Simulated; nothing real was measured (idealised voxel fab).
process module | voxel quadruple lines
cross-section cut | 300 nm wide | cells 5 nm
A cross-section is a grid of square cells, given in bands from the top down. A band is one or more rows of cells.
Each band's line starts with the height of the band's top and of its bottom, in nm. Then come its materials from left to right, each with its width in nm. One material with "throughout" fills the band from edge to edge. "air" is empty space.
Height 0 is the level under which the wafer as received is all one material. The lowest band goes on downwards, as in "0 down".
A width such as "30 to 40" changes by the same amount from each row of cells to the next, from the band's top row to its bottom row.
"no change" after a step means that no cell of the cross-section changed.
closed voids: empty space of 8 cells or more with no open way to the top, each as width x height at its distance from the left edge, in nm
after a step's settings: what the simulator itself notes on the step
overlay nm, on a step with a mask: how far to the right of its planned place the mask lay; to the left if negative
plan
1 op RECEIVE | material Si
2 op CONFORMAL_DEP | material Al2O3 | thk nm 5
3 op DIRECTIONAL_DEP | material W | thk nm 10
4 op DIRECTIONAL_DEP | material polySi | thk nm 15
5 op DIRECTIONAL_DEP | material aC | thk nm 25
6 op PATTERN | tone cover | mask id MANDREL | material resist | width nm 30 | pitch nm 80 | thk nm 30 | overlay nm 0
7 op DIRECTIONAL_ETCH | etch materials aC | depth nm 25
8 op STRIP | etch materials resist
9 op CONFORMAL_DEP | material SiO2 | thk nm 10
10 op DIRECTIONAL_ETCH | etch materials SiO2 | depth nm 10
11 op STRIP | etch materials aC
12 op DIRECTIONAL_ETCH | etch materials polySi | depth nm 15
13 op STRIP | etch materials SiO2
14 op CONFORMAL_DEP | material SiN | thk nm 10
15 op DIRECTIONAL_ETCH | etch materials SiN | depth nm 10
16 op STRIP | etch materials polySi
17 op DIRECTIONAL_ETCH | etch materials W | depth nm 10
18 op STRIP | etch materials SiN
first wafer, as planned
as received, after step 1
  0 down: Si throughout
  closed voids: none
after step 2
  5 to 0: Al2O3 throughout
  below 0: unchanged
after step 3
  15 to 5: W throughout
  below 5: unchanged
after step 4
  30 to 15: polySi throughout
  below 15: unchanged
after step 5
  55 to 30: aC throughout
  below 30: unchanged
after step 6
  85 to 55: air 95 | resist 30 | air 50 | resist 30 | air 95
  below 55: unchanged
after step 7
  60 to 55: air 95 | resist 30 | air 50 | resist 30 | air 95
  55 to 30: air 95 | aC 30 | air 50 | aC 30 | air 95
  below 30: unchanged
after step 8
  55 to 30: air 95 | aC 30 | air 50 | aC 30 | air 95
  below 30: unchanged
after step 9
  65 to 55: air 85 | SiO2 50 | air 30 | SiO2 50 | air 85
  55 to 40: air 85 | SiO2 10 | aC 30 | SiO2 10 | air 30 | SiO2 10 | aC 30 | SiO2 10 | air 85
  40 to 30: SiO2 95 | aC 30 | SiO2 50 | aC 30 | SiO2 95
  below 30: unchanged
after step 10
  55 to 30: air 85 | SiO2 10 | aC 30 | SiO2 10 | air 30 | SiO2 10 | aC 30 | SiO2 10 | air 85
  below 30: unchanged
after step 11
  55 to 30: air 85 | SiO2 10 | air 30 | SiO2 10 | air 30 | SiO2 10 | air 30 | SiO2 10 | air 85
  below 30: unchanged
after step 12
  55 to 30: air 85 | SiO2 10 | air 30 | SiO2 10 | air 30 | SiO2 10 | air 30 | SiO2 10 | air 85
  30 to 15: air 85 | polySi 10 | air 30 | polySi 10 | air 30 | polySi 10 | air 30 | polySi 10 | air 85
  below 15: unchanged
after step 13
  30 to 15: air 85 | polySi 10 | air 30 | polySi 10 | air 30 | polySi 10 | air 30 | polySi 10 | air 85
  below 15: unchanged
after step 14
  40 to 30: air 75 | SiN 30 | air 10 | SiN 30 | air 10 | SiN 30 | air 10 | SiN 30 | air 75
  30 to 25: air 75 | SiN 10 | polySi 10 | SiN 10 | air 10 | SiN 10 | polySi 10 | SiN 10 | air 10 | SiN 10 | polySi 10 | SiN 10 | air 10 | SiN 10 | polySi 10 | SiN 10 | air 75
  25 to 15: SiN 85 | polySi 10 | SiN 30 | polySi 10 | SiN 30 | polySi 10 | SiN 30 | polySi 10 | SiN 85
  below 15: unchanged
after step 15
  30 to 15: air 75 | SiN 10 | polySi 10 | SiN 10 | air 10 | SiN 10 | polySi 10 | SiN 10 | air 10 | SiN 10 | polySi 10 | SiN 10 | air 10 | SiN 10 | polySi 10 | SiN 10 | air 75
  below 15: unchanged
after step 16
  30 to 15: air 75 | SiN 10 | air 10 | SiN 10 | air 10 | SiN 10 | air 10 | SiN 10 | air 10 | SiN 10 | air 10 | SiN 10 | air 10 | SiN 10 | air 10 | SiN 10 | air 75
  below 15: unchanged
after step 17
  30 to 15: air 75 | SiN 10 | air 10 | SiN 10 | air 10 | SiN 10 | air 10 | SiN 10 | air 10 | SiN 10 | air 10 | SiN 10 | air 10 | SiN 10 | air 10 | SiN 10 | air 75
  15 to 5: air 75 | W 10 | air 10 | W 10 | air 10 | W 10 | air 10 | W 10 | air 10 | W 10 | air 10 | W 10 | air 10 | W 10 | air 10 | W 10 | air 75
  below 5: unchanged
after step 18
  15 to 5: air 75 | W 10 | air 10 | W 10 | air 10 | W 10 | air 10 | W 10 | air 10 | W 10 | air 10 | W 10 | air 10 | W 10 | air 10 | W 10 | air 75
  below 5: unchanged
second wafer: like start, like plan, one mistake. Through step 2 it matches the first wafer
when step 3 should have ended
  20 to 5: W throughout
  below 5: unchanged
when step 4 should have ended
  35 to 20: polySi throughout
  below 20: unchanged
when step 5 should have ended
  60 to 35: aC throughout
  below 35: unchanged
when step 6 should have ended
  90 to 60: air 95 | resist 30 | air 50 | resist 30 | air 95
  below 60: unchanged
when step 7 should have ended
  65 to 60: air 95 | resist 30 | air 50 | resist 30 | air 95
  60 to 35: air 95 | aC 30 | air 50 | aC 30 | air 95
  below 35: unchanged
when step 8 should have ended
  60 to 35: air 95 | aC 30 | air 50 | aC 30 | air 95
  below 35: unchanged
when step 9 should have ended
  70 to 60: air 85 | SiO2 50 | air 30 | SiO2 50 | air 85
  60 to 45: air 85 | SiO2 10 | aC 30 | SiO2 10 | air 30 | SiO2 10 | aC 30 | SiO2 10 | air 85
  45 to 35: SiO2 95 | aC 30 | SiO2 50 | aC 30 | SiO2 95
  below 35: unchanged
when step 10 should have ended
  60 to 35: air 85 | SiO2 10 | aC 30 | SiO2 10 | air 30 | SiO2 10 | aC 30 | SiO2 10 | air 85
  below 35: unchanged
when step 11 should have ended
  60 to 35: air 85 | SiO2 10 | air 30 | SiO2 10 | air 30 | SiO2 10 | air 30 | SiO2 10 | air 85
  below 35: unchanged
when step 12 should have ended
  60 to 35: air 85 | SiO2 10 | air 30 | SiO2 10 | air 30 | SiO2 10 | air 30 | SiO2 10 | air 85
  35 to 20: air 85 | polySi 10 | air 30 | polySi 10 | air 30 | polySi 10 | air 30 | polySi 10 | air 85
  below 20: unchanged
when step 13 should have ended
  35 to 20: air 85 | polySi 10 | air 30 | polySi 10 | air 30 | polySi 10 | air 30 | polySi 10 | air 85
  below 20: unchanged
when step 14 should have ended
  45 to 35: air 75 | SiN 30 | air 10 | SiN 30 | air 10 | SiN 30 | air 10 | SiN 30 | air 75
  35 to 30: air 75 | SiN 10 | polySi 10 | SiN 10 | air 10 | SiN 10 | polySi 10 | SiN 10 | air 10 | SiN 10 | polySi 10 | SiN 10 | air 10 | SiN 10 | polySi 10 | SiN 10 | air 75
  30 to 20: SiN 85 | polySi 10 | SiN 30 | polySi 10 | SiN 30 | polySi 10 | SiN 30 | polySi 10 | SiN 85
  below 20: unchanged
when step 15 should have ended
  35 to 20: air 75 | SiN 10 | polySi 10 | SiN 10 | air 10 | SiN 10 | polySi 10 | SiN 10 | air 10 | SiN 10 | polySi 10 | SiN 10 | air 10 | SiN 10 | polySi 10 | SiN 10 | air 75
  below 20: unchanged
when step 16 should have ended
  35 to 20: air 75 | SiN 10 | air 10 | SiN 10 | air 10 | SiN 10 | air 10 | SiN 10 | air 10 | SiN 10 | air 10 | SiN 10 | air 10 | SiN 10 | air 10 | SiN 10 | air 75
  below 20: unchanged
when step 17 should have ended
  35 to 20: air 75 | SiN 10 | air 10 | SiN 10 | air 10 | SiN 10 | air 10 | SiN 10 | air 10 | SiN 10 | air 10 | SiN 10 | air 10 | SiN 10 | air 10 | SiN 10 | air 75
  20 to 10: air 75 | W 10 | air 10 | W 10 | air 10 | W 10 | air 10 | W 10 | air 10 | W 10 | air 10 | W 10 | air 10 | W 10 | air 10 | W 10 | air 75
  below 10: unchanged
when step 18 should have ended
  20 to 10: air 75 | W 10 | air 10 | W 10 | air 10 | W 10 | air 10 | W 10 | air 10 | W 10 | air 10 | W 10 | air 10 | W 10 | air 10 | W 10 | air 75
  below 10: unchanged
what went wrong: step 3 ran as: op DIRECTIONAL_DEP | material W | thk nm 15
at the end the second wafer has, in cells: 60 more of W
